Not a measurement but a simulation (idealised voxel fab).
The document below concerns the process module designated voxel capacitor over wiring.
Square cells of 5 nm make up the cross-section cut, whose width is 175 nm.
Cross-section spec: square-cell grid; bands listed top down; each band is one or more rows. A band entry consists of two parts. The first gives the height of the band's top and the height of its bottom, in nm. The rest lists the band's materials from left to right, each with its width in nm. A single material labelled with the word "all across" fills the band from edge to edge, and the word "air" marks empty space. It should be noted that heights are counted from 0, beneath which the wafer as supplied is of one material throughout, and that the lowest band possesses no lower boundary but continues downward, as written in "from 0 down". The two numbers in a width such as "30..40" mark its ends across the band: the first belongs to the top row of cells, the second to the bottom row, and from each row to the next the width moves by the same amount. What does "no change occurred" mean for a step? It means no cell of the cross-section changed in that step. If an empty space has no open way to the top and is at least 8 cells in size, "Sealed internal voids" lists it, written width x height at distance, where distance is measured from the left edge and every value is in nm. Formally, on a step line, whatever follows the settings is a remark that the simulator itself makes on the step. When a step includes a mask, the "overlay nm" setting on its line states how far to the right of its planned place that mask lay, and negative values state how far to the left.

So here's the lineup of process steps we planned:
1) op RECEIVE | material Si
2) op CONFORMAL_DEP | material SiO2 | thk nm 15
3) op DIRECTIONAL_DEP | material TiN | thk nm 5
4) op DIRECTIONAL_DEP | material Ru | thk nm 20
5) op PATTERN | tone cover | mask id METAL_1 | material resist | width nm 20 | pitch nm 70 | thk nm 15 | overlay nm 0
6) op DIRECTIONAL_ETCH | etch materials Ru | depth nm 20
7) op DIRECTIONAL_ETCH | etch materials TiN | depth nm 5
8) op STRIP | etch materials resist
9) op FILL_DEP | material lowk | thk nm 10
10) op CMP | height nm 40
11) op CONFORMAL_DEP | material SiCN | thk nm 5
12) op DIRECTIONAL_DEP | material SiO2 | thk nm 20
13) op PATTERN | tone open | mask id PLUG_1 | material resist | width nm 15 | thk nm 20 | overlay nm 0
14) op DIRECTIONAL_ETCH | etch materials SiO2 | depth nm 20
15) op DIRECTIONAL_ETCH | etch materials SiCN | depth nm 5
16) op STRIP | etch materials resist
17) op CONFORMAL_DEP | material TiN | thk nm 5
18) op FILL_DEP | material Ru | thk nm 10
19) op CMP | height nm 65
20) op DIRECTIONAL_DEP | material TiN | thk nm 5
21) op DIRECTIONAL_DEP | material SiN | thk nm 5
22) op DIRECTIONAL_DEP | material TiN | thk nm 5
23) op PATTERN | tone cover | mask id UPPER_PLATE | material resist | width nm 55 | thk nm 20 | overlay nm 0
24) op DIRECTIONAL_ETCH | etch materials TiN | depth nm 5
25) op DIRECTIONAL_ETCH | etch materials SiN | depth nm 5
26) op STRIP | etch materials resist
27) op MASKED_ETCH | tone cover | mask id LOWER_PLATE | width nm 65 | etch materials TiN | depth nm 5 | overlay nm 0
28) op FILL_DEP | material SiO2 | thk nm 15
29) op CMP | height nm 90
30) op DIRECTIONAL_DEP | material aC | thk nm 10
31) op PATTERN | tone open | mask id PLUG_2 | material resist | width nm 15 | thk nm 25 | overlay nm 0
32) op DIRECTIONAL_ETCH | etch materials aC | depth nm 10
33) op STRIP | etch materials resist
34) op DIRECTIONAL_ETCH | etch materials SiO2 | depth nm 10
35) op STRIP | etch materials aC
36) op CONFORMAL_DEP | material TiN | thk nm 5
37) op FILL_DEP | material W | thk nm 5
38) op CMP | height nm 90
39) op CONFORMAL_DEP | material SiCN | thk nm 5

Received-state cross-section, reflecting completion of step 1:
  from 0 down: Si all across
  Sealed internal voids: none

What the wafer looks like in cross-section after this module, when it starts as shown above and follows the plan above but one mistake is made in running it:
  from 95 to 90: SiCN all across
  from 90 to 85: SiO2 (45) / SiN (55) / SiO2 (75)
  from 85 to 80: SiO2 (40) / TiN (65) / SiO2 (70)
  from 80 to 70: Ru all across
  from 70 to 65: TiN (50) / Ru (5) / TiN (120)
  from 65 to 45: SiO2 (45) / TiN (5) / Ru (5) / TiN (5) / SiO2 (115)
  from 45 to 40: SiCN (45) / TiN (15) / SiCN (115)
  from 40 to 20: lowk (40) / Ru (20) / lowk (50) / Ru (20) / lowk (45)
  from 20 to 15: lowk (40) / TiN (20) / lowk (50) / TiN (20) / lowk (45)
  from 15 to 0: SiO2 all across
  from 0 down: Si all across
  Sealed internal voids: none
Misprocessing identified: step 19 in the plan did not get run; it was skipped
